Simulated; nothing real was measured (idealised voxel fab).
You're looking at the process module voxel ribs on slabs.
The figure presents cross-section cut, which has a width of 195 nm and is divided into square cells with an edge length of 5 nm.
A cross-section is written here as square cells arranged in a grid, and it is given in bands from the top down, each band taking up one or more rows of cells. Top height, bottom height, nm. Materials left to right, width each, nm. Single material + "edge to edge" = fills band edge to edge. "empty" = empty. Ref level 0: as-received wafer is one material below here. Bottom band extends down with no lower bound ("0 down"). Per-row width for "30->40": begins at first number (top row of band), ends at second number (bottom row), increment between rows held constant. Basically "no change" means that step didn't change any cell in the cross-section. The list in "Enclosed voids" covers empty spaces of 8 cells or more that cannot reach the top through any open way, and it gives each as width x height at distance; the distance is from the left edge, and width, height and distance are in nm. Heads up: the bit after the settings on a step's line is the simulator's remark on that step. When a step includes a mask, the "overlay nm" setting on its line states how far to the right of its planned place that mask lay, and negative values state how far to the left.

[The steps planned for the process are as follows]
1) RECEIVE,material Si
2) DIRECTIONAL_DEP,material SiO2,thk nm 25
3) DIRECTIONAL_DEP,material SiN,thk nm 20
4) PATTERN,tone cover,mask id RIB,material resist,width nm 25,thk nm 15,overlay nm 0
5) DIRECTIONAL_ETCH,etch materials SiN,depth nm 5
6) STRIP,etch materials resist
7) MASKED_ETCH,tone cover,mask id SLAB,width nm 85,etch materials SiN,depth nm 15,overlay nm 0
8) FILL_DEP,material SiO2,thk nm 20
9) CMP,height nm 60
10) DIRECTIONAL_DEP,material W,thk nm 10
11) DIRECTIONAL_DEP,material aC,thk nm 10
12) PATTERN,tone cover,mask id HEATER,material resist,width nm 35,thk nm 30,overlay nm 0
13) DIRECTIONAL_ETCH,etch materials aC,depth nm 10
14) STRIP,etch materials resist
15) DIRECTIONAL_ETCH,etch materials W,depth nm 10
16) STRIP,etch materials aC
17) CONFORMAL_DEP,material SiO2,thk nm 10

[Wafer as received: cross-section following step 1]
  0 down = Si edge to edge
  Enclosed voids: none

[Here's the cross-section of the first of our two wafers at the end of the module - it ran as planned]
  80 to 70 = 70 empty  55 SiO2  70 empty
  70 to 60 = 80 SiO2  35 W  80 SiO2
  60 to 45 = SiO2 edge to edge
  45 to 40 = 85 SiO2  25 SiN  85 SiO2
  40 to 25 = 55 SiO2  85 SiN  55 SiO2
  25 to 0 = SiO2 edge to edge
  0 down = Si edge to edge
  Enclosed voids: none

[End-of-module cross-section of the second wafer: identical starting point and process plan to the first, with one processing mistake]
  80 to 70 = SiO2 edge to edge
  70 to 60 = SiN edge to edge
  60 to 45 = SiO2 edge to edge
  45 to 40 = 85 SiO2  25 SiN  85 SiO2
  40 to 25 = 55 SiO2  85 SiN  55 SiO2
  25 to 0 = SiO2 edge to edge
  0 down = Si edge to edge
  Enclosed voids: none
Nonconformance to the process plan: heads up, step 10 didn't go per plan, it actually ran as DIRECTIONAL_DEP,material SiN,thk nm 10
Cell-count delta at end, second wafer over first, by material: SiN: 78 more, SiO2: 8 fewer, W: 14 fewer
